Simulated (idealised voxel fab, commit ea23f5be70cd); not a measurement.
A process module follows: voxel gate over fins.
Xsec cut, 265 nm wide, square cell size 5 nm.
The cross-sections in this document take the form of a grid made of square cells. They are written out as bands, in order from top to bottom. Each band consists of one or more rows of cells. Each band's line starts with the height of the band's top and of its bottom, in nm. Then come its materials from left to right, each with its width in nm. One material with "throughout" fills the band from edge to edge. "empty" is empty space. Heights are reckoned from 0. Under this level, the received wafer is all of one material. The bottommost band is open-ended downward, for example "from 0 down". So if you see something like "30 to 40" for the width, read it as the top row of the band sitting at the first number and the bottom row at the second, with every row in between moving by the same amount as the last. Any step labelled "remained unchanged" changed none of the cells in the cross-section. Heads up: "Enclosed void catalog" only lists the empty pockets with no open path to the top that are 8 cells or more, and it writes them as width x height at distance, distance from the left edge, in nm. Post-settings text on a step line: simulator's own remark regarding the step. overlay nm: step with mask; distance mask lay right of planned place; negative value = left of planned place.

Process steps (planned)
1,RECEIVE: material Si
2,CONFORMAL_DEP: material SiN, thk nm 10
3,MASKED_ETCH: tone cover, mask id FINS, width nm 15, pitch nm 35, etch materials SiN, depth nm 10, overlay nm 0
4,MASKED_ETCH: tone cover, mask id FINS, width nm 15, pitch nm 35, etch materials Si, depth nm 40, overlay nm 0
5,FILL_DEP: material SiO2, thk nm 5
6,CMP: height nm 10
7,SELECTIVE_ETCH: etch materials SiO2, depth nm 25
8,STRIP: etch materials SiN
9,CONFORMAL_DEP: material HfO2, thk nm 5
10,CONFORMAL_DEP: material TiN, thk nm 5
11,FILL_DEP: material W, thk nm 10
12,CMP: height nm 15
13,CONFORMAL_DEP: material SiCN, thk nm 5

Of two wafers, the first: run according to plan

As received (post step 1): cross-section
  from 0 down  Si throughout
  Enclosed void catalog: none

The wafer in cross-section once step 2 is complete
  from 10 to 0  SiN throughout
  No changes below 0.

The wafer in cross-section once step 3 is complete
  from 10 to 0  empty=105; SiN=15; empty=20; SiN=15; empty=110
  No changes below 0.

The wafer in cross-section once step 4 is complete
  from 10 to 0  empty=105; SiN=15; empty=20; SiN=15; empty=110
  from 0 to -40  empty=105; Si=15; empty=20; Si=15; empty=110
  No changes below -40.

The wafer in cross-section once step 5 is complete
  from 15 to 10  SiO2 throughout
  from 10 to 0  SiO2=105; SiN=15; SiO2=20; SiN=15; SiO2=110
  from 0 to -40  SiO2=105; Si=15; SiO2=20; Si=15; SiO2=110
  No changes below -40.

The wafer in cross-section once step 6 is complete
  from 10 to 0  SiO2=105; SiN=15; SiO2=20; SiN=15; SiO2=110
  No changes below 0.

The wafer in cross-section once step 7 is complete
  from 10 to 0  empty=105; SiN=15; empty=20; SiN=15; empty=110
  from 0 to -15  empty=105; Si=15; empty=20; Si=15; empty=110
  No changes below -15.

The wafer in cross-section once step 8 is complete
  from 0 to -15  empty=105; Si=15; empty=20; Si=15; empty=110
  No changes below -15.

The wafer in cross-section once step 9 is complete
  from 5 to 0  empty=100; HfO2=25; empty=10; HfO2=25; empty=105
  from 0 to -10  empty=100; HfO2=5; Si=15; HfO2=5; empty=10; HfO2=5; Si=15; HfO2=5; empty=105
  from -10 to -15  HfO2=105; Si=15; HfO2=20; Si=15; HfO2=110
  No changes below -15.

The wafer in cross-section once step 10 is complete
  from 10 to 5  empty=95; TiN=70; empty=100
  from 5 to 0  empty=95; TiN=5; HfO2=25; TiN=10; HfO2=25; TiN=5; empty=100
  from 0 to -5  empty=95; TiN=5; HfO2=5; Si=15; HfO2=5; TiN=10; HfO2=5; Si=15; HfO2=5; TiN=5; empty=100
  from -5 to -10  TiN=100; HfO2=5; Si=15; HfO2=5; TiN=10; HfO2=5; Si=15; HfO2=5; TiN=105
  No changes below -10.

The wafer in cross-section once step 11 is complete
  from 20 to 10  W throughout
  from 10 to 5  W=95; TiN=70; W=100
  from 5 to 0  W=95; TiN=5; HfO2=25; TiN=10; HfO2=25; TiN=5; W=100
  from 0 to -5  W=95; TiN=5; HfO2=5; Si=15; HfO2=5; TiN=10; HfO2=5; Si=15; HfO2=5; TiN=5; W=100
  No changes below -5.

The wafer in cross-section once step 12 is complete
  from 15 to 10  W throughout
  No changes below 10.

The wafer in cross-section once step 13 is complete
  from 20 to 15  SiCN throughout
  No changes below 15.

Second wafer, same starting conditions and recipe as the first, one mistake in executing it, nothing differs from the first up to and including step 10

Second wafer profile in section, at the moment step 11 of the plan was meant to be complete
  from 30 to 10  W throughout
  from 10 to 5  W=95; TiN=70; W=100
  from 5 to 0  W=95; TiN=5; HfO2=25; TiN=10; HfO2=25; TiN=5; W=100
  from 0 to -5  W=95; TiN=5; HfO2=5; Si=15; HfO2=5; TiN=10; HfO2=5; Si=15; HfO2=5; TiN=5; W=100
  No changes below -5.

Second wafer profile in section, at the moment step 12 of the plan was meant to be complete
  from 15 to 10  W throughout
  No changes below 10.

Second wafer profile in section, at the moment step 13 of the plan was meant to be complete
  from 20 to 15  SiCN throughout
  No changes below 15.
Deviation from plan: in the plan, step 11 was performed twice
The two wafers wind up with the same cross-section at the end, so whatever this model computes is the same despite the mistake.
